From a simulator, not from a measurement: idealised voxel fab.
You're looking at the process module voxel transistor to metal.
Cross-section cut spans 150 nm and uses square cells 5 nm in size.
Cross-section = grid of square cells, listed top down in bands; band = one or more rows. Read a band's entry like this: the first values are the height of its top and the height of its bottom in nm, and what follows is the sequence of materials from left to right, each with its width in nm. Note that "air" is empty space, and that a single material marked "throughout" reaches across the band from edge to edge. Zero point of the height axis is 0; under it, received wafer = one material. Lowest band: continues down indefinitely, "0..down". Read "30..40" as a graded width: first number on top, second number at the bottom, same change between each pair of neighbouring rows. Take "all unchanged" at face value: in the step it is given for, the cross-section changed in none of its cells. If an empty space has no open way to the top and is at least 8 cells in size, "Cavities, sealed" lists it, written width x height at distance, where distance is measured from the left edge and every value is in nm. On a step's line, text after the settings is the simulator commenting on that step. If you see "overlay nm" on a step's line and that step has a mask, it's telling you how far right of where it was planned the mask ended up; a negative number means it went left instead.

# Planned step list for the process
| 1 | RECEIVE | material Si |
| 2 | OXIDIZE | depth nm 5 |
| 3 | CONFORMAL_DEP | material SiN | thk nm 10 |
| 4 | MASKED_ETCH | tone cover | mask id ACTIVE | width nm 105 | etch materials SiN | depth nm 10 | overlay nm 0 |
| 5 | MASKED_ETCH | tone cover | mask id ACTIVE | width nm 105 | etch materials SiO2 | depth nm 5 | overlay nm 0 |
| 6 | MASKED_ETCH | tone cover | mask id ACTIVE | width nm 105 | etch materials Si | depth nm 25 | overlay nm 0 |
| 7 | FILL_DEP | material SiO2 | thk nm 15 |
| 8 | CMP | height nm 10 |
| 9 | SELECTIVE_ETCH | etch materials SiO2 | depth nm 10 |
| 10 | STRIP | etch materials SiN |
| 11 | SELECTIVE_ETCH | etch materials SiO2 | depth nm 5 |
| 12 | OXIDIZE | depth nm 5 |
| 13 | DIRECTIONAL_DEP | material polySi | thk nm 20 |
| 14 | DIRECTIONAL_DEP | material SiCN | thk nm 10 |
| 15 | PATTERN | tone cover | mask id GATE | material resist | width nm 15 | thk nm 15 | overlay nm 0 |
| 16 | DIRECTIONAL_ETCH | etch materials SiCN | depth nm 20 |
| 17 | DIRECTIONAL_ETCH | etch materials polySi | depth nm 30 |
| 18 | STRIP | etch materials resist |
| 19 | CONFORMAL_DEP | material SiO2 | thk nm 5 |
| 20 | DIRECTIONAL_ETCH | etch materials SiO2 | depth nm 5 |
| 21 | CONFORMAL_DEP | material SiN | thk nm 10 |
| 22 | DIRECTIONAL_ETCH | etch materials SiN | depth nm 10 |
| 23 | DIRECTIONAL_ETCH | etch materials SiO2 | depth nm 5 |
| 24 | DIRECTIONAL_ETCH | etch materials Si | depth nm 5 |
| 25 | EPI | material SiGe | thk nm 5 |
| 26 | FILL_DEP | material SiO2 | thk nm 5 |
| 27 | CMP | height nm 25 |
| 28 | DIRECTIONAL_DEP | material SiO2 | thk nm 10 |
| 29 | DIRECTIONAL_DEP | material aC | thk nm 15 |
| 30 | PATTERN | tone open | mask id CONTACT | material resist | width nm 30 | pitch nm 55 | thk nm 35 | overlay nm 0 |
| 31 | DIRECTIONAL_ETCH | etch materials aC | depth nm 15 |
| 32 | STRIP | etch materials resist |
| 33 | DIRECTIONAL_ETCH | etch materials SiO2 | depth nm 45 |
| 34 | STRIP | etch materials aC |
| 35 | CONFORMAL_DEP | material TiN | thk nm 5 |
| 36 | FILL_DEP | material W | thk nm 5 |
| 37 | CMP | height nm 35 |
| 38 | DIRECTIONAL_DEP | material TiN | thk nm 5 |
| 39 | DIRECTIONAL_DEP | material Ru | thk nm 15 |
| 40 | PATTERN | tone cover | mask id METAL_1 | material resist | width nm 15 | pitch nm 70 | thk nm 20 | overlay nm 0 |
| 41 | DIRECTIONAL_ETCH | etch materials Ru | depth nm 15 |
| 42 | DIRECTIONAL_ETCH | etch materials TiN | depth nm 5 |
| 43 | STRIP | etch materials resist |
| 44 | CONFORMAL_DEP | material SiCN | thk nm 5 |
| 45 | FILL_DEP | material lowk | thk nm 10 |
| 46 | CMP | height nm 55 |
| 47 | CONFORMAL_DEP | material SiCN | thk nm 5 |
| 48 | DIRECTIONAL_DEP | material SiO2 | thk nm 35 |
| 49 | PATTERN | tone open | mask id METAL_2 | material resist | width nm 15 | pitch nm 70 | thk nm 20 | overlay nm 0 |
| 50 | DIRECTIONAL_ETCH | etch materials SiO2 | depth nm 20 |
| 51 | STRIP | etch materials resist |
| 52 | DIRECTIONAL_DEP | material aC | thk nm 10 |
| 53 | PATTERN | tone open | mask id METAL_2_HOLES | material resist | width nm 15 | pitch nm 70 | thk nm 30 | overlay nm 0 |
| 54 | DIRECTIONAL_ETCH | etch materials aC | depth nm 10 |
| 55 | STRIP | etch materials resist |
| 56 | DIRECTIONAL_ETCH | etch materials SiO2 | depth nm 15 |
| 57 | DIRECTIONAL_ETCH | etch materials SiCN | depth nm 5 |
| 58 | STRIP | etch materials aC |
| 59 | CONFORMAL_DEP | material TiN | thk nm 5 |
| 60 | FILL_DEP | material Cu | thk nm 5 |
| 61 | CMP | height nm 95 |
| 62 | CONFORMAL_DEP | material SiCN | thk nm 5 |

# Delivered wafer in cross-section: state after step 1
> 0..down: Si throughout
> Cavities, sealed: none

# Wafer cross-section at module end: first of two, run to plan
> 100..95: SiCN throughout
> 95..60: 30 SiO2, then 5 TiN, then 5 Cu, then 5 TiN, then 55 SiO2, then 5 TiN, then 5 Cu, then 5 TiN, then 35 SiO2
> 60..55: 30 SiCN, then 15 TiN, then 55 SiCN, then 15 TiN, then 35 SiCN
> 55..40: 25 lowk, then 5 SiCN, then 15 Ru, then 5 SiCN, then 45 lowk, then 5 SiCN, then 15 Ru, then 5 SiCN, then 30 lowk
> 40..35: 30 SiCN, then 15 TiN, then 55 SiCN, then 15 TiN, then 35 SiCN
> 35..25: 30 SiO2, then 5 TiN, then 20..10 W, then 5..15 TiN, then 25 SiO2, then 5..15 TiN, then 20..10 W, then 5 TiN, then 35 SiO2
> 25..15: 30 SiO2, then 5 TiN, then 10 W, then 5 TiN, then 10 SiN, then 5 SiO2, then 15 SiCN, then 5 SiO2, then 10 SiN, then 5 TiN, then 10 W, then 5 TiN, then 35 SiO2
> 15..0: 30 SiO2, then 5 TiN, then 10 W, then 5 TiN, then 10 SiN, then 5 SiO2, then 15 polySi, then 5 SiO2, then 10 SiN, then 5 TiN, then 10 W, then 5 TiN, then 35 SiO2
> 0..-5: 30 SiO2, then 5 TiN, then 5 W, then 10 TiN, then 10 SiN, then 5 SiO2, then 15 polySi, then 5 SiO2, then 10 SiN, then 10 TiN, then 5 W, then 5 TiN, then 35 SiO2
> -5..-10: 30 SiO2, then 15 TiN, then 5 SiGe, then 45 SiO2, then 5 SiGe, then 15 TiN, then 35 SiO2
> -10..-15: 20 SiO2, then 30 SiGe, then 45 Si, then 30 SiGe, then 25 SiO2
> -15..-30: 20 SiO2, then 105 Si, then 25 SiO2
> -30..down: Si throughout
> Cavities, sealed: none

# What the second wafer looks like in cross-section once the module is done. Its start and its plan matched the first wafer's exactly; what differed was one mistake in how it was run
> 100..95: SiCN throughout
> 95..85: 20 SiO2, then 5 TiN, then 15 Cu, then 5 TiN, then 45 SiO2, then 5 TiN, then 15 Cu, then 5 TiN, then 35 SiO2
> 85..80: 20 SiO2, then 5 TiN, then 5 Cu, then 15 TiN, then 45 SiO2, then 5 TiN, then 5 Cu, then 15 TiN, then 35 SiO2
> 80..75: 20 SiO2, then 15 TiN, then 55 SiO2, then 15 TiN, then 45 SiO2
> 75..60: 30 SiO2, then 5 TiN, then 65 SiO2, then 5 TiN, then 45 SiO2
> 60..55: 30 SiCN, then 5 TiN, then 65 SiCN, then 5 TiN, then 45 SiCN
> 55..40: 25 lowk, then 5 SiCN, then 15 Ru, then 5 SiCN, then 45 lowk, then 5 SiCN, then 15 Ru, then 5 SiCN, then 30 lowk
> 40..35: 30 SiCN, then 15 TiN, then 55 SiCN, then 15 TiN, then 35 SiCN
> 35..25: 30 SiO2, then 5 TiN, then 20..10 W, then 5..15 TiN, then 25 SiO2, then 5..15 TiN, then 20..10 W, then 5 TiN, then 35 SiO2
> 25..15: 30 SiO2, then 5 TiN, then 10 W, then 5 TiN, then 10 SiN, then 5 SiO2, then 15 SiCN, then 5 SiO2, then 10 SiN, then 5 TiN, then 10 W, then 5 TiN, then 35 SiO2
> 15..0: 30 SiO2, then 5 TiN, then 10 W, then 5 TiN, then 10 SiN, then 5 SiO2, then 15 polySi, then 5 SiO2, then 10 SiN, then 5 TiN, then 10 W, then 5 TiN, then 35 SiO2
> 0..-5: 30 SiO2, then 5 TiN, then 5 W, then 10 TiN, then 10 SiN, then 5 SiO2, then 15 polySi, then 5 SiO2, then 10 SiN, then 10 TiN, then 5 W, then 5 TiN, then 35 SiO2
> -5..-10: 30 SiO2, then 15 TiN, then 5 SiGe, then 45 SiO2, then 5 SiGe, then 15 TiN, then 35 SiO2
> -10..-15: 20 SiO2, then 30 SiGe, then 45 Si, then 30 SiGe, then 25 SiO2
> -15..-30: 20 SiO2, then 105 Si, then 25 SiO2
> -30..down: Si throughout
> Cavities, sealed: none
Misprocessing identified: so step 49 ended up running with a different setting than we planned, it ran as PATTERN | tone open | mask id METAL_2 | material resist | width nm 15 | pitch nm 70 | thk nm 20 | overlay nm -10
at the end the second wafer has, in cells: +4 SiCN; -4 TiN
